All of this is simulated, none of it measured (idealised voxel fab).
process module | voxel gate over fins
cross-section cut | 260 nm wide | cells 5 nm
A cross-section is a grid of square cells, given in bands from the top down. A band is one or more rows of cells.
Each band's line starts with the height of the band's top and of its bottom, in nm. Then come its materials from left to right, each with its width in nm. One material with "throughout" fills the band from edge to edge. "air" is empty space.
Height 0 is the level under which the wafer as received is all one material. The lowest band goes on downwards, as in "0 down".
A width such as "30 to 40" changes by the same amount from each row of cells to the next, from the band's top row to its bottom row.
"no change" after a step means that no cell of the cross-section changed.
closed voids: empty space of 8 cells or more with no open way to the top, each as width x height at its distance from the left edge, in nm
after a step's settings: what the simulator itself notes on the step
overlay nm, on a step with a mask: how far to the right of its planned place the mask lay; to the left if negative
plan
1 op RECEIVE | material Si
2 op CONFORMAL_DEP | material SiN | thk nm 5
3 op MASKED_ETCH | tone cover | mask id FINS | width nm 15 | pitch nm 45 | etch materials SiN | depth nm 5 | overlay nm -15
4 op MASKED_ETCH | tone cover | mask id FINS | width nm 15 | pitch nm 45 | etch materials Si | depth nm 35 | overlay nm 0
5 op FILL_DEP | material SiO2 | thk nm 10
6 op CMP | height nm 5
7 op SELECTIVE_ETCH | etch materials SiO2 | depth nm 15
8 op STRIP | etch materials SiN
9 op CONFORMAL_DEP | material HfO2 | thk nm 5
10 op CONFORMAL_DEP | material TiN | thk nm 5
11 op FILL_DEP | material W | thk nm 10
12 op CMP | height nm 15
13 op CONFORMAL_DEP | material SiCN | thk nm 5
varied across the wafers: overlay nm of step 3. The plan shows the first wafer's value. All wafers start alike
first wafer as received, after step 1
  0 down: Si throughout
  closed voids: none
each wafer at the end: cells of each material gained (+) or lost (-) since it was received, then its closed voids
overlay nm -15 | +68 HfO2 | -196 Si | +52 SiCN | +140 SiO2 | +62 TiN | +82 W | closed voids: none
overlay nm -10 | +68 HfO2 | -224 Si | +52 SiCN | +160 SiO2 | +68 TiN | +84 W | closed voids: none
overlay nm -5 | +68 HfO2 | -252 Si | +52 SiCN | +180 SiO2 | +68 TiN | +92 W | closed voids: none
overlay nm 0 | +68 HfO2 | -280 Si | +52 SiCN | +200 SiO2 | +68 TiN | +100 W | closed voids: none
overlay nm 5 | +68 HfO2 | -252 Si | +52 SiCN | +180 SiO2 | +68 TiN | +92 W | closed voids: none
overlay nm 10 | +68 HfO2 | -224 Si | +52 SiCN | +160 SiO2 | +68 TiN | +84 W | closed voids: none
overlay nm 15 | +68 HfO2 | -196 Si | +52 SiCN | +140 SiO2 | +62 TiN | +82 W | closed voids: none
